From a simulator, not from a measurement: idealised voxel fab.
Presented below is a process module, voxel trench capacitor.
Shown is cross-section cut, with a width of 280 nm and square cells of size 5 nm.
Cross-section = grid of square cells, listed top down in bands; band = one or more rows.
For a band, the entry starts with two heights in nm, that of the top and then that of the bottom, and carries on with the band's materials in order from left to right, each alongside its width in nm; the word "edge to edge" beside a single material means it fills the band edge to edge, and "blank" means empty space.
The reference from which all heights are counted is 0, the level beneath which the as-received wafer is entirely one material; the lowest band, having no lower bound, proceeds downward and is written after the example "from 0 down".
When a width is written as two numbers, as in "30->40", the first number is the width in the top row of cells of the band and the second is the width in its bottom row, and the width changes by the same amount from each row to the next.
Step marked "remained the same"? Then no cell in the cross-section changed in it.
Empty spaces without an open route to the top, at least 8 cells in extent, make up the entry "Enclosed void entries"; each is given as width x height at distance, where the distance is measured from the left edge, and all are in nm.
Anything after a step's settings on that line? It's the simulator's own note about the step.
overlay nm: how far to the right of its planned place the mask lay on this masked step (negative: to the left).
**So here's the lineup of process steps we planned**
1,RECEIVE (material Si)
2,CONFORMAL_DEP (material SiN; thk nm 10)
3,MASKED_ETCH (tone open; mask id TRENCH; width nm 25; pitch nm 55; etch materials SiN; depth nm 10; overlay nm 0)
4,MASKED_ETCH (tone open; mask id TRENCH; width nm 25; pitch nm 55; etch materials Si; depth nm 30; overlay nm 0)
5,CONFORMAL_DEP (material SiO2; thk nm 5)
6,FILL_DEP (material polySi; thk nm 5)
7,CMP (height nm 10)
**Step 1 complete: cross-section of the wafer as received**
  from 0 down  Si edge to edge
  Enclosed void entries: none
**One mistake in running the module, otherwise start and plan as above: cross-section at the end**
  from 10 to 5  polySi 40 nm; SiO2 5 nm; SiN 25 nm; SiO2 5 nm; polySi 20 nm; SiO2 5 nm; SiN 25 nm; SiO2 5 nm; polySi 20 nm; SiO2 5 nm; SiN 25 nm; SiO2 5 nm; polySi 20 nm; SiO2 5 nm; SiN 25 nm; SiO2 5 nm; polySi 40 nm
  from 5 to 0  SiO2 45 nm; SiN 25 nm; SiO2 30 nm; SiN 25 nm; SiO2 30 nm; SiN 25 nm; SiO2 30 nm; SiN 25 nm; SiO2 45 nm
  from 0 down  Si edge to edge
  Enclosed void entries: none
Error vs. plan: contrary to plan, step 3 was performed as MASKED_ETCH (tone cover; mask id TRENCH; width nm 25; pitch nm 55; etch materials SiN; depth nm 10; overlay nm 0)
